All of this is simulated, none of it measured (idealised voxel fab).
Name of the process module below: voxel transistor to metal
Each square cell in cross-section cut measures 5 nm, and the section as a whole is 195 nm wide.
Cross-section format: a grid of square cells, given as bands from top to bottom; each band is one or more rows of cells.
Band: top and bottom heights (nm) first, top before bottom; then materials from left to right, widths in nm. "everywhere" marks a sole material filling the band edge to edge. "air" denotes empty space.
Ref level 0: as-received wafer is one material below here. Bottom band extends down with no lower bound ("top 0, no bottom").
The expression "30..40" gives the width at the extremes of the band, the first number at its top row of cells and the second at its bottom row, with the width changing by equal amounts from each row to the next in between.
When a step is marked "all unchanged", none of the cells in the cross-section changed during that step.
Voids, fully enclosed: empty space of 8 cells or more with no open way to the top, each as width x height at its distance from the left edge, in nm
Past the settings on a step's line: simulator remark, on that step.
overlay nm: for a step with a mask, the amount by which the mask lay right of where it was planned; a negative amount means left of it.
Read the rest as pairs. Take the cross-section before one process step, then the cross-section after it, which shows only down to the lowest band that changed. Under the pair, find the step between them and its settings. Bear in mind that pairs may come from different runs of this module on the same starting wafer: link a pair to the pair above it only where its entry headed "Status quo ante" says to.

## Status quo ante
    top 60, bottom 45: air=50 | aC=15 | air=65 | aC=15 | air=50
    top 45, bottom 30: air=50 | W=15 | air=65 | W=15 | air=50
    top 30, bottom 25: air=50 | TiN=15 | air=65 | TiN=15 | air=50
    top 25, bottom 15: SiO2=50 | TiN=5 | W=5 | TiN=5 | SiO2=65 | TiN=5 | W=5 | TiN=5 | SiO2=50
    top 15, bottom 5: SiO2=50 | TiN=5 | W=5 | TiN=5 | SiO2=15 | SiN=5 | HfO2=5 | TiN=5 | W=5 | TiN=5 | HfO2=5 | SiN=5 | SiO2=15 | TiN=5 | W=5 | TiN=5 | SiO2=50
    top 5, bottom 0: SiO2=40 | SiN=5 | SiO2=5 | TiN=15 | SiO2=15 | SiN=5 | HfO2=5 | TiN=15 | HfO2=5 | SiN=5 | SiO2=15 | TiN=15 | SiO2=5 | SiN=5 | SiO2=40
    top 0, bottom -5: SiO2=75 | SiGe=5 | HfO2=35 | SiGe=5 | SiO2=75
    top -5, bottom -15: SiO2=75..50 | SiGe=5..30 | Si=35 | SiGe=5..30 | SiO2=75..50
    top -15, bottom -30: SiO2=50 | Si=95 | SiO2=50
    top -30, no bottom: Si everywhere
    Voids, fully enclosed: none

## Resultant Cross-Section
    top 45, bottom 30: air=50 | W=15 | air=65 | W=15 | air=50
    Below a height of 30, the structure has not been altered.
    Voids, fully enclosed: none
Process step separating the two views above: STRIP, etch materials aC

Status quo ante: refer to the pair immediately above; the cross-section shown after its step is the state before this one.

## Resultant Cross-Section
    top 55, bottom 45: SiO2 everywhere
    top 45, bottom 30: SiO2=50 | W=15 | SiO2=65 | W=15 | SiO2=50
    top 30, bottom 25: SiO2=50 | TiN=15 | SiO2=65 | TiN=15 | SiO2=50
    Below a height of 25, the structure has not been altered.
    Voids, fully enclosed: none
Process step separating the two views above: FILL_DEP, material SiO2, thk nm 10

Status quo ante: refer to the pair immediately above; the cross-section shown after its step is the state before this one.

## Resultant Cross-Section
    top 45, bottom 30: SiO2=50 | W=15 | SiO2=65 | W=15 | SiO2=50
    Below a height of 30, the structure has not been altered.
    Voids, fully enclosed: none
Process step separating the two views above: CMP, height nm 45

Status quo ante: refer to the pair immediately above; the cross-section shown after its step is the state before this one.

## Resultant Cross-Section
    top 50, bottom 45: SiCN everywhere
    Below a height of 45, the structure has not been altered.
    Voids, fully enclosed: none
Process step separating the two views above: CONFORMAL_DEP, material SiCN, thk nm 5

Status quo ante: refer to the pair immediately above; the cross-section shown after its step is the state before this one.

## Resultant Cross-Section
    top 80, bottom 50: SiO2 everywhere
    Below a height of 50, the structure has not been altered.
    Voids, fully enclosed: none
Process step separating the two views above: DIRECTIONAL_DEP, material SiO2, thk nm 30

Status quo ante: refer to the pair immediately above; the cross-section shown after its step is the state before this one.

## Resultant Cross-Section
    top 95, bottom 80: aC everywhere
    Below a height of 80, the structure has not been altered.
    Voids, fully enclosed: none
Process step separating the two views above: DIRECTIONAL_DEP, material aC, thk nm 15

Status quo ante: refer to the pair immediately above; the cross-section shown after its step is the state before this one.

## Resultant Cross-Section
    top 130, bottom 95: resist=50 | air=15 | resist=65 | air=15 | resist=50
    Below a height of 95, the structure has not been altered.
    Voids, fully enclosed: none
Process step separating the two views above: PATTERN, tone open, mask id METAL_2, material resist, width nm 15, pitch nm 80, thk nm 35, overlay nm 0

Status quo ante: refer to the pair immediately above; the cross-section shown after its step is the state before this one.

## Resultant Cross-Section
    top 115, bottom 95: resist=50 | air=15 | resist=65 | air=15 | resist=50
    top 95, bottom 80: aC=50 | air=15 | aC=65 | air=15 | aC=50
    Below a height of 80, the structure has not been altered.
    Voids, fully enclosed: none
Process step separating the two views above: DIRECTIONAL_ETCH, etch materials aC, depth nm 15

Status quo ante: refer to the pair immediately above; the cross-section shown after its step is the state before this one.

## Resultant Cross-Section
    top 95, bottom 80: aC=50 | air=15 | aC=65 | air=15 | aC=50
    Below a height of 80, the structure has not been altered.
    Voids, fully enclosed: none
Process step separating the two views above: STRIP, etch materials resist

Status quo ante: refer to the pair immediately above; the cross-section shown after its step is the state before this one.

## Resultant Cross-Section
    top 95, bottom 80: aC=50 | air=15 | aC=65 | air=15 | aC=50
    top 80, bottom 60: SiO2=50 | air=15 | SiO2=65 | air=15 | SiO2=50
    Below a height of 60, the structure has not been altered.
    Voids, fully enclosed: none
Process step separating the two views above: DIRECTIONAL_ETCH, etch materials SiO2, depth nm 20

Status quo ante: refer to the pair immediately above; the cross-section shown after its step is the state before this one.

## Resultant Cross-Section
    top 80, bottom 60: SiO2=50 | air=15 | SiO2=65 | air=15 | SiO2=50
    Below a height of 60, the structure has not been altered.
    Voids, fully enclosed: none
Process step separating the two views above: STRIP, etch materials aC

Status quo ante: refer to the pair immediately above; the cross-section shown after its step is the state before this one.

## Resultant Cross-Section
    top 95, bottom 80: resist=50 | air=15 | resist=65 | air=15 | resist=50
    Below a height of 80, the structure has not been altered.
    Voids, fully enclosed: none
Process step separating the two views above: PATTERN, tone open, mask id METAL_2_HOLES, material resist, width nm 15, pitch nm 80, thk nm 15, overlay nm 0

Status quo ante: refer to the pair immediately above; the cross-section shown after its step is the state before this one.

## Resultant Cross-Section
    top 95, bottom 80: resist=50 | air=15 | resist=65 | air=15 | resist=50
    top 80, bottom 50: SiO2=50 | air=15 | SiO2=65 | air=15 | SiO2=50
    Below a height of 50, the structure has not been altered.
    Voids, fully enclosed: none
Process step separating the two views above: DIRECTIONAL_ETCH, etch materials SiO2, depth nm 10

Status quo ante: refer to the pair immediately above; the cross-section shown after its step is the state before this one.

## Resultant Cross-Section
    top 95, bottom 80: resist=50 | air=15 | resist=65 | air=15 | resist=50
    top 80, bottom 50: SiO2=50 | air=15 | SiO2=65 | air=15 | SiO2=50
    top 50, bottom 45: SiCN=50 | air=15 | SiCN=65 | air=15 | SiCN=50
    Below a height of 45, the structure has not been altered.
    Voids, fully enclosed: none
Process step separating the two views above: DIRECTIONAL_ETCH, etch materials SiCN, depth nm 5

Status quo ante: refer to the pair immediately above; the cross-section shown after its step is the state before this one.

## Resultant Cross-Section
    top 80, bottom 50: SiO2=50 | air=15 | SiO2=65 | air=15 | SiO2=50
    Below a height of 50, the structure has not been altered.
    Voids, fully enclosed: none
Process step separating the two views above: STRIP, etch materials resist

Status quo ante: refer to the pair immediately above; the cross-section shown after its step is the state before this one.

## Resultant Cross-Section
    top 85, bottom 80: TiN=55 | air=5 | TiN=75 | air=5 | TiN=55
    top 80, bottom 50: SiO2=50 | TiN=5 | air=5 | TiN=5 | SiO2=65 | TiN=5 | air=5 | TiN=5 | SiO2=50
    top 50, bottom 45: SiCN=50 | TiN=15 | SiCN=65 | TiN=15 | SiCN=50
    Below a height of 45, the structure has not been altered.
    Voids, fully enclosed: none
Process step separating the two views above: CONFORMAL_DEP, material TiN, thk nm 5

Status quo ante: refer to the pair immediately above; the cross-section shown after its step is the state before this one.

## Resultant Cross-Section
    top 95, bottom 85: Ru everywhere
    top 85, bottom 80: TiN=55 | Ru=5 | TiN=75 | Ru=5 | TiN=55
    top 80, bottom 50: SiO2=50 | TiN=5 | Ru=5 | TiN=5 | SiO2=65 | TiN=5 | Ru=5 | TiN=5 | SiO2=50
    Below a height of 50, the structure has not been altered.
    Voids, fully enclosed: none
Process step separating the two views above: FILL_DEP, material Ru, thk nm 10

Status quo ante: refer to the pair immediately above; the cross-section shown after its step is the state before this one.

## Resultant Cross-Section
    top 80, bottom 50: SiO2=50 | TiN=5 | Ru=5 | TiN=5 | SiO2=65 | TiN=5 | Ru=5 | TiN=5 | SiO2=50
    Below a height of 50, the structure has not been altered.
    Voids, fully enclosed: none
Process step separating the two views above: CMP, height nm 80

Status quo ante: refer to the pair immediately above; the cross-section shown after its step is the state before this one.

## Resultant Cross-Section
    top 85, bottom 80: SiCN everywhere
    Below a height of 80, the structure has not been altered.
    Voids, fully enclosed: none
Process step separating the two views above: CONFORMAL_DEP, material SiCN, thk nm 5

## Status quo ante
    top 25, bottom 15: SiO2 everywhere
    top 15, bottom 10: SiO2=80 | SiN=5 | HfO2=5 | TiN=5 | W=5 | TiN=5 | HfO2=5 | SiN=5 | SiO2=80
    top 10, bottom 5: SiO2=65 | SiGe=15 | SiN=5 | HfO2=5 | TiN=5 | W=5 | TiN=5 | HfO2=5 | SiN=5 | SiGe=15 | SiO2=65
    top 5, bottom 0: SiO2=40 | SiN=5 | SiO2=20 | SiGe=15 | SiN=5 | HfO2=5 | TiN=15 | HfO2=5 | SiN=5 | SiGe=15 | SiO2=20 | SiN=5 | SiO2=40
    top 0, bottom -5: SiO2=45 | SiGe=35 | HfO2=35 | SiGe=35 | SiO2=45
    top -5, bottom -15: SiO2=50 | SiGe=30 | Si=35 | SiGe=30 | SiO2=50
    top -15, bottom -30: SiO2=50 | Si=95 | SiO2=50
    top -30, no bottom: Si everywhere
    Voids, fully enclosed: none

## Resultant Cross-Section
    top 25, bottom 15: SiO2=45 | air=25 | SiO2=55 | air=25 | SiO2=45
    top 15, bottom 10: SiO2=45 | air=25 | SiO2=10 | SiN=5 | HfO2=5 | TiN=5 | W=5 | TiN=5 | HfO2=5 | SiN=5 | SiO2=10 | air=25 | SiO2=45
    top 10, bottom 5: SiO2=45 | air=20 | SiGe=15 | SiN=5 | HfO2=5 | TiN=5 | W=5 | TiN=5 | HfO2=5 | SiN=5 | SiGe=15 | air=20 | SiO2=45
    top 5, bottom 0: SiO2=40 | SiN=5 | air=20 | SiGe=15 | SiN=5 | HfO2=5 | TiN=15 | HfO2=5 | SiN=5 | SiGe=15 | air=20 | SiN=5 | SiO2=40
    Below a height of 0, the structure has not been altered.
    Voids, fully enclosed: none
Process step separating the two views above: MASKED_ETCH, tone open, mask id CONTACT, width nm 25, pitch nm 80, etch materials SiO2, depth nm 25, overlay nm 0

Status quo ante: refer to the pair immediately above; the cross-section shown after its step is the state before this one.

## Resultant Cross-Section
    top 30, bottom 25: TiN=50 | air=15 | TiN=65 | air=15 | TiN=50
    top 25, bottom 15: SiO2=45 | TiN=5 | air=15 | TiN=5 | SiO2=55 | TiN=5 | air=15 | TiN=5 | SiO2=45
    top 15, bottom 10: SiO2=45 | TiN=5 | air=10 | TiN=10 | SiO2=10 | SiN=5 | HfO2=5 | TiN=5 | W=5 | TiN=5 | HfO2=5 | SiN=5 | SiO2=10 | TiN=10 | air=10 | TiN=5 | SiO2=45
    top 10, bottom 5: SiO2=45 | TiN=5 | air=10 | TiN=5 | SiGe=15 | SiN=5 | HfO2=5 | TiN=5 | W=5 | TiN=5 | HfO2=5 | SiN=5 | SiGe=15 | TiN=5 | air=10 | TiN=5 | SiO2=45
    top 5, bottom 0: SiO2=40 | SiN=5 | TiN=20 | SiGe=15 | SiN=5 | HfO2=5 | TiN=15 | HfO2=5 | SiN=5 | SiGe=15 | TiN=20 | SiN=5 | SiO2=40
    Below a height of 0, the structure has not been altered.
    Voids, fully enclosed: none
Process step separating the two views above: CONFORMAL_DEP, material TiN, thk nm 5

Status quo ante: refer to the pair immediately above; the cross-section shown after its step is the state before this one.

## Resultant Cross-Section
    top 35, bottom 30: W everywhere
    top 30, bottom 25: TiN=50 | W=15 | TiN=65 | W=15 | TiN=50
    top 25, bottom 15: SiO2=45 | TiN=5 | W=15 | TiN=5 | SiO2=55 | TiN=5 | W=15 | TiN=5 | SiO2=45
    top 15, bottom 10: SiO2=45 | TiN=5 | W=10 | TiN=10 | SiO2=10 | SiN=5 | HfO2=5 | TiN=5 | W=5 | TiN=5 | HfO2=5 | SiN=5 | SiO2=10 | TiN=10 | W=10 | TiN=5 | SiO2=45
    top 10, bottom 5: SiO2=45 | TiN=5 | W=10 | TiN=5 | SiGe=15 | SiN=5 | HfO2=5 | TiN=5 | W=5 | TiN=5 | HfO2=5 | SiN=5 | SiGe=15 | TiN=5 | W=10 | TiN=5 | SiO2=45
    Below a height of 5, the structure has not been altered.
    Voids, fully enclosed: none
Process step separating the two views above: FILL_DEP, material W, thk nm 5

Status quo ante: refer to the pair immediately above; the cross-section shown after its step is the state before this one.

## Resultant Cross-Section
    top 25, bottom 15: SiO2=45 | TiN=5 | W=15 | TiN=5 | SiO2=55 | TiN=5 | W=15 | TiN=5 | SiO2=45
    Below a height of 15, the structure has not been altered.
    Voids, fully enclosed: none
Process step separating the two views above: CMP, height nm 25

Status quo ante: refer to the pair immediately above; the cross-section shown after its step is the state before this one.

## Resultant Cross-Section
    top 30, bottom 25: TiN everywhere
    Below a height of 25, the structure has not been altered.
    Voids, fully enclosed: none
Process step separating the two views above: DIRECTIONAL_DEP, material TiN, thk nm 5

Status quo ante: refer to the pair immediately above; the cross-section shown after its step is the state before this one.

## Resultant Cross-Section
    top 45, bottom 30: W everywhere
    Below a height of 30, the structure has not been altered.
    Voids, fully enclosed: none
Process step separating the two views above: DIRECTIONAL_DEP, material W, thk nm 15

Status quo ante: refer to the pair immediately above; the cross-section shown after its step is the state before this one.

## Resultant Cross-Section
    top 60, bottom 45: aC everywhere
    Below a height of 45, the structure has not been altered.
    Voids, fully enclosed: none
Process step separating the two views above: DIRECTIONAL_DEP, material aC, thk nm 15

Status quo ante: refer to the pair immediately above; the cross-section shown after its step is the state before this one.

## Resultant Cross-Section
    top 95, bottom 60: air=50 | resist=15 | air=65 | resist=15 | air=50
    Below a height of 60, the structure has not been altered.
    Voids, fully enclosed: none
Process step separating the two views above: PATTERN, tone cover, mask id METAL_1, material resist, width nm 15, pitch nm 80, thk nm 35, overlay nm 0

Status quo ante: refer to the pair immediately above; the cross-section shown after its step is the state before this one.

## Resultant Cross-Section
    top 80, bottom 60: air=50 | resist=15 | air=65 | resist=15 | air=50
    top 60, bottom 45: air=50 | aC=15 | air=65 | aC=15 | air=50
    Below a height of 45, the structure has not been altered.
    Voids, fully enclosed: none
Process step separating the two views above: DIRECTIONAL_ETCH, etch materials aC, depth nm 15

Status quo ante: refer to the pair immediately above; the cross-section shown after its step is the state before this one.

## Resultant Cross-Section
    top 60, bottom 45: air=50 | aC=15 | air=65 | aC=15 | air=50
    Below a height of 45, the structure has not been altered.
    Voids, fully enclosed: none
Process step separating the two views above: STRIP, etch materials resist

Status quo ante: refer to the pair immediately above; the cross-section shown after its step is the state before this one.

## Resultant Cross-Section
    top 60, bottom 45: air=50 | aC=15 | air=65 | aC=15 | air=50
    top 45, bottom 30: air=50 | W=15 | air=65 | W=15 | air=50
    Below a height of 30, the structure has not been altered.
    Voids, fully enclosed: none
Process step separating the two views above: DIRECTIONAL_ETCH, etch materials W, depth nm 15

Status quo ante: refer to the pair immediately above; the cross-section shown after its step is the state before this one.

## Resultant Cross-Section
    top 60, bottom 45: air=50 | aC=15 | air=65 | aC=15 | air=50
    top 45, bottom 30: air=50 | W=15 | air=65 | W=15 | air=50
    top 30, bottom 25: air=50 | TiN=15 | air=65 | TiN=15 | air=50
    Below a height of 25, the structure has not been altered.
    Voids, fully enclosed: none
Process step separating the two views above: DIRECTIONAL_ETCH, etch materials TiN, depth nm 5

Status quo ante: refer to the pair immediately above; the cross-section shown after its step is the state before this one.

## Resultant Cross-Section
    top 45, bottom 30: air=50 | W=15 | air=65 | W=15 | air=50
    Below a height of 30, the structure has not been altered.
    Voids, fully enclosed: none
Process step separating the two views above: STRIP, etch materials aC

Status quo ante: refer to the pair immediately above; the cross-section shown after its step is the state before this one.

## Resultant Cross-Section
    top 55, bottom 45: SiO2 everywhere
    top 45, bottom 30: SiO2=50 | W=15 | SiO2=65 | W=15 | SiO2=50
    top 30, bottom 25: SiO2=50 | TiN=15 | SiO2=65 | TiN=15 | SiO2=50
    Below a height of 25, the structure has not been altered.
    Voids, fully enclosed: none
Process step separating the two views above: FILL_DEP, material SiO2, thk nm 10

Status quo ante: refer to the pair immediately above; the cross-section shown after its step is the state before this one.

## Resultant Cross-Section
    top 45, bottom 30: SiO2=50 | W=15 | SiO2=65 | W=15 | SiO2=50
    Below a height of 30, the structure has not been altered.
    Voids, fully enclosed: none
Process step separating the two views above: CMP, height nm 45

Status quo ante: refer to the pair immediately above; the cross-section shown after its step is the state before this one.

## Resultant Cross-Section
    top 50, bottom 45: SiCN everywhere
    Below a height of 45, the structure has not been altered.
    Voids, fully enclosed: none
Process step separating the two views above: CONFORMAL_DEP, material SiCN, thk nm 5

Status quo ante: refer to the pair immediately above; the cross-section shown after its step is the state before this one.

## Resultant Cross-Section
    top 80, bottom 50: SiO2 everywhere
    Below a height of 50, the structure has not been altered.
    Voids, fully enclosed: none
Process step separating the two views above: DIRECTIONAL_DEP, material SiO2, thk nm 30

Status quo ante: refer to the pair immediately above; the cross-section shown after its step is the state before this one.

## Resultant Cross-Section
    top 95, bottom 80: aC everywhere
    Below a height of 80, the structure has not been altered.
    Voids, fully enclosed: none
Process step separating the two views above: DIRECTIONAL_DEP, material aC, thk nm 15

Status quo ante: refer to the pair immediately above; the cross-section shown after its step is the state before this one.

## Resultant Cross-Section
    top 130, bottom 95: resist=50 | air=15 | resist=65 | air=15 | resist=50
    Below a height of 95, the structure has not been altered.
    Voids, fully enclosed: none
Process step separating the two views above: PATTERN, tone open, mask id METAL_2, material resist, width nm 15, pitch nm 80, thk nm 35, overlay nm 0

Status quo ante: refer to the pair immediately above; the cross-section shown after its step is the state before this one.

## Resultant Cross-Section
    top 115, bottom 95: resist=50 | air=15 | resist=65 | air=15 | resist=50
    top 95, bottom 80: aC=50 | air=15 | aC=65 | air=15 | aC=50
    Below a height of 80, the structure has not been altered.
    Voids, fully enclosed: none
Process step separating the two views above: DIRECTIONAL_ETCH, etch materials aC, depth nm 15

Status quo ante: refer to the pair immediately above; the cross-section shown after its step is the state before this one.

## Resultant Cross-Section
    top 95, bottom 80: aC=50 | air=15 | aC=65 | air=15 | aC=50
    Below a height of 80, the structure has not been altered.
    Voids, fully enclosed: none
Process step separating the two views above: STRIP, etch materials resist

Status quo ante: refer to the pair immediately above; the cross-section shown after its step is the state before this one.

## Resultant Cross-Section
    top 95, bottom 80: aC=50 | air=15 | aC=65 | air=15 | aC=50
    top 80, bottom 60: SiO2=50 | air=15 | SiO2=65 | air=15 | SiO2=50
    Below a height of 60, the structure has not been altered.
    Voids, fully enclosed: none
Process step separating the two views above: DIRECTIONAL_ETCH, etch materials SiO2, depth nm 20

Status quo ante: refer to the pair immediately above; the cross-section shown after its step is the state before this one.

## Resultant Cross-Section
    top 80, bottom 60: SiO2=50 | air=15 | SiO2=65 | air=15 | SiO2=50
    Below a height of 60, the structure has not been altered.
    Voids, fully enclosed: none
Process step separating the two views above: STRIP, etch materials aC

Status quo ante: refer to the pair immediately above; the cross-section shown after its step is the state before this one.

## Resultant Cross-Section
    top 95, bottom 80: resist=50 | air=15 | resist=65 | air=15 | resist=50
    Below a height of 80, the structure has not been altered.
    Voids, fully enclosed: none
Process step separating the two views above: PATTERN, tone open, mask id METAL_2_HOLES, material resist, width nm 15, pitch nm 80, thk nm 15, overlay nm 0

Status quo ante: refer to the pair immediately above; the cross-section shown after its step is the state before this one.

## Resultant Cross-Section
    top 95, bottom 80: resist=50 | air=15 | resist=65 | air=15 | resist=50
    top 80, bottom 50: SiO2=50 | air=15 | SiO2=65 | air=15 | SiO2=50
    Below a height of 50, the structure has not been altered.
    Voids, fully enclosed: none
Process step separating the two views above: DIRECTIONAL_ETCH, etch materials SiO2, depth nm 10

Status quo ante: refer to the pair immediately above; the cross-section shown after its step is the state before this one.

## Resultant Cross-Section
    top 95, bottom 80: resist=50 | air=15 | resist=65 | air=15 | resist=50
    top 80, bottom 50: SiO2=50 | air=15 | SiO2=65 | air=15 | SiO2=50
    top 50, bottom 45: SiCN=50 | air=15 | SiCN=65 | air=15 | SiCN=50
    Below a height of 45, the structure has not been altered.
    Voids, fully enclosed: none
Process step separating the two views above: DIRECTIONAL_ETCH, etch materials SiCN, depth nm 5

Status quo ante: refer to the pair immediately above; the cross-section shown after its step is the state before this one.

## Resultant Cross-Section
    top 80, bottom 50: SiO2=50 | air=15 | SiO2=65 | air=15 | SiO2=50
    Below a height of 50, the structure has not been altered.
    Voids, fully enclosed: none
Process step separating the two views above: STRIP, etch materials resist

Status quo ante: refer to the pair immediately above; the cross-section shown after its step is the state before this one.

## Resultant Cross-Section
    top 85, bottom 80: TiN=55 | air=5 | TiN=75 | air=5 | TiN=55
    top 80, bottom 50: SiO2=50 | TiN=5 | air=5 | TiN=5 | SiO2=65 | TiN=5 | air=5 | TiN=5 | SiO2=50
    top 50, bottom 45: SiCN=50 | TiN=15 | SiCN=65 | TiN=15 | SiCN=50
    Below a height of 45, the structure has not been altered.
    Voids, fully enclosed: none
Process step separating the two views above: CONFORMAL_DEP, material TiN, thk nm 5

Status quo ante: refer to the pair immediately above; the cross-section shown after its step is the state before this one.

## Resultant Cross-Section
    top 95, bottom 85: Ru everywhere
    top 85, bottom 80: TiN=55 | Ru=5 | TiN=75 | Ru=5 | TiN=55
    top 80, bottom 50: SiO2=50 | TiN=5 | Ru=5 | TiN=5 | SiO2=65 | TiN=5 | Ru=5 | TiN=5 | SiO2=50
    Below a height of 50, the structure has not been altered.
    Voids, fully enclosed: none
Process step separating the two views above: FILL_DEP, material Ru, thk nm 10

Status quo ante: refer to the pair immediately above; the cross-section shown after its step is the state before this one.

## Resultant Cross-Section
    top 80, bottom 50: SiO2=50 | TiN=5 | Ru=5 | TiN=5 | SiO2=65 | TiN=5 | Ru=5 | TiN=5 | SiO2=50
    Below a height of 50, the structure has not been altered.
    Voids, fully enclosed: none
Process step separating the two views above: CMP, height nm 80

Status quo ante: refer to the pair immediately above; the cross-section shown after its step is the state before this one.

## Resultant Cross-Section
    top 85, bottom 80: SiCN everywhere
    Below a height of 80, the structure has not been altered.
    Voids, fully enclosed: none
Process step separating the two views above: CONFORMAL_DEP, material SiCN, thk nm 5

## Status quo ante
    top 25, bottom 15: SiO2 everywhere
    top 15, bottom 10: SiO2=80 | SiN=5 | HfO2=5 | TiN=5 | W=5 | TiN=5 | HfO2=5 | SiN=5 | SiO2=80
    top 10, bottom 5: SiO2=65 | SiGe=15 | SiN=5 | HfO2=5 | TiN=5 | W=5 | TiN=5 | HfO2=5 | SiN=5 | SiGe=15 | SiO2=65
    top 5, bottom 0: SiO2=40 | SiN=5 | SiO2=20 | SiGe=15 | SiN=5 | HfO2=5 | TiN=15 | HfO2=5 | SiN=5 | SiGe=15 | SiO2=20 | SiN=5 | SiO2=40
    top 0, bottom -5: SiO2=45 | SiGe=35 | HfO2=35 | SiGe=35 | SiO2=45
    top -5, bottom -15: SiO2=50 | SiGe=30 | Si=35 | SiGe=30 | SiO2=50
    top -15, bottom -30: SiO2=50 | Si=95 | SiO2=50
    top -30, no bottom: Si everywhere
    Voids, fully enclosed: none

## Resultant Cross-Section
    top 25, bottom 15: SiO2=60 | air=15 | SiO2=65 | air=15 | SiO2=40
    top 15, bottom 10: SiO2=60 | air=15 | SiO2=5 | SiN=5 | HfO2=5 | TiN=5 | W=5 | TiN=5 | HfO2=5 | SiN=5 | SiO2=25 | air=15 | SiO2=40
    top 10, bottom 5: SiO2=60 | air=5 | SiGe=15 | SiN=5 | HfO2=5 | TiN=5 | W=5 | TiN=5 | HfO2=5 | SiN=5 | SiGe=15 | SiO2=10 | air=15 | SiO2=40
    top 5, bottom 0: SiO2=40 | SiN=5 | SiO2=15 | air=5 | SiGe=15 | SiN=5 | HfO2=5 | TiN=15 | HfO2=5 | SiN=5 | SiGe=15 | SiO2=10 | air=10 | SiN=5 | SiO2=40
    Below a height of 0, the structure has not been altered.
    Voids, fully enclosed: none
Process step separating the two views above: MASKED_ETCH, tone open, mask id CONTACT, width nm 15, pitch nm 80, etch materials SiO2, depth nm 25, overlay nm 10

Status quo ante: refer to the pair immediately above; the cross-section shown after its step is the state before this one.

## Resultant Cross-Section
    top 30, bottom 25: TiN=65 | air=5 | TiN=75 | air=5 | TiN=45
    top 25, bottom 15: SiO2=60 | TiN=5 | air=5 | TiN=5 | SiO2=65 | TiN=5 | air=5 | TiN=5 | SiO2=40
    top 15, bottom 10: SiO2=60 | TiN=15 | SiO2=5 | SiN=5 | HfO2=5 | TiN=5 | W=5 | TiN=5 | HfO2=5 | SiN=5 | SiO2=25 | TiN=5 | air=5 | TiN=5 | SiO2=40
    top 10, bottom 5: SiO2=60 | TiN=5 | SiGe=15 | SiN=5 | HfO2=5 | TiN=5 | W=5 | TiN=5 | HfO2=5 | SiN=5 | SiGe=15 | SiO2=10 | TiN=15 | SiO2=40
    top 5, bottom 0: SiO2=40 | SiN=5 | SiO2=15 | TiN=5 | SiGe=15 | SiN=5 | HfO2=5 | TiN=15 | HfO2=5 | SiN=5 | SiGe=15 | SiO2=10 | TiN=10 | SiN=5 | SiO2=40
    Below a height of 0, the structure has not been altered.
    Voids, fully enclosed: none
Process step separating the two views above: CONFORMAL_DEP, material TiN, thk nm 5

Status quo ante: refer to the pair immediately above; the cross-section shown after its step is the state before this one.

## Resultant Cross-Section
    top 35, bottom 30: W everywhere
    top 30, bottom 25: TiN=65 | W=5 | TiN=75 | W=5 | TiN=45
    top 25, bottom 15: SiO2=60 | TiN=5 | W=5 | TiN=5 | SiO2=65 | TiN=5 | W=5 | TiN=5 | SiO2=40
    top 15, bottom 10: SiO2=60 | TiN=15 | SiO2=5 | SiN=5 | HfO2=5 | TiN=5 | W=5 | TiN=5 | HfO2=5 | SiN=5 | SiO2=25 | TiN=5 | W=5 | TiN=5 | SiO2=40
    Below a height of 10, the structure has not been altered.
    Voids, fully enclosed: none
Process step separating the two views above: FILL_DEP, material W, thk nm 5

Status quo ante: refer to the pair immediately above; the cross-section shown after its step is the state before this one.

## Resultant Cross-Section
    top 25, bottom 15: SiO2=60 | TiN=5 | W=5 | TiN=5 | SiO2=65 | TiN=5 | W=5 | TiN=5 | SiO2=40
    Below a height of 15, the structure has not been altered.
    Voids, fully enclosed: none
Process step separating the two views above: CMP, height nm 25

Status quo ante: refer to the pair immediately above; the cross-section shown after its step is the state before this one.

## Resultant Cross-Section
    top 30, bottom 25: TiN everywhere
    Below a height of 25, the structure has not been altered.
    Voids, fully enclosed: none
Process step separating the two views above: DIRECTIONAL_DEP, material TiN, thk nm 5

Status quo ante: refer to the pair immediately above; the cross-section shown after its step is the state before this one.

## Resultant Cross-Section
    top 45, bottom 30: W everywhere
    Below a height of 30, the structure has not been altered.
    Voids, fully enclosed: none
Process step separating the two views above: DIRECTIONAL_DEP, material W, thk nm 15

Status quo ante: refer to the pair immediately above; the cross-section shown after its step is the state before this one.

## Resultant Cross-Section
    top 60, bottom 45: aC everywhere
    Below a height of 45, the structure has not been altered.
    Voids, fully enclosed: none
Process step separating the two views above: DIRECTIONAL_DEP, material aC, thk nm 15

Status quo ante: refer to the pair immediately above; the cross-section shown after its step is the state before this one.

## Resultant Cross-Section
    top 95, bottom 60: air=50 | resist=15 | air=65 | resist=15 | air=50
    Below a height of 60, the structure has not been altered.
    Voids, fully enclosed: none
Process step separating the two views above: PATTERN, tone cover, mask id METAL_1, material resist, width nm 15, pitch nm 80, thk nm 35, overlay nm 0

Status quo ante: refer to the pair immediately above; the cross-section shown after its step is the state before this one.

## Resultant Cross-Section
    top 80, bottom 60: air=50 | resist=15 | air=65 | resist=15 | air=50
    top 60, bottom 45: air=50 | aC=15 | air=65 | aC=15 | air=50
    Below a height of 45, the structure has not been altered.
    Voids, fully enclosed: none
Process step separating the two views above: DIRECTIONAL_ETCH, etch materials aC, depth nm 15

Status quo ante: refer to the pair immediately above; the cross-section shown after its step is the state before this one.

## Resultant Cross-Section
    top 60, bottom 45: air=50 | aC=15 | air=65 | aC=15 | air=50
    Below a height of 45, the structure has not been altered.
    Voids, fully enclosed: none
Process step separating the two views above: STRIP, etch materials resist

Status quo ante: refer to the pair immediately above; the cross-section shown after its step is the state before this one.

## Resultant Cross-Section
    top 60, bottom 45: air=50 | aC=15 | air=65 | aC=15 | air=50
    top 45, bottom 30: air=50 | W=15 | air=65 | W=15 | air=50
    Below a height of 30, the structure has not been altered.
    Voids, fully enclosed: none
Process step separating the two views above: DIRECTIONAL_ETCH, etch materials W, depth nm 15

Status quo ante: refer to the pair immediately above; the cross-section shown after its step is the state before this one.

## Resultant Cross-Section
    top 60, bottom 45: air=50 | aC=15 | air=65 | aC=15 | air=50
    top 45, bottom 30: air=50 | W=15 | air=65 | W=15 | air=50
    top 30, bottom 25: air=50 | TiN=15 | air=65 | TiN=15 | air=50
    Below a height of 25, the structure has not been altered.
    Voids, fully enclosed: none
Process step separating the two views above: DIRECTIONAL_ETCH, etch materials TiN, depth nm 5

Status quo ante: refer to the pair immediately above; the cross-section shown after its step is the state before this one.

## Resultant Cross-Section
    top 45, bottom 30: air=50 | W=15 | air=65 | W=15 | air=50
    Below a height of 30, the structure has not been altered.
    Voids, fully enclosed: none
Process step separating the two views above: STRIP, etch materials aC
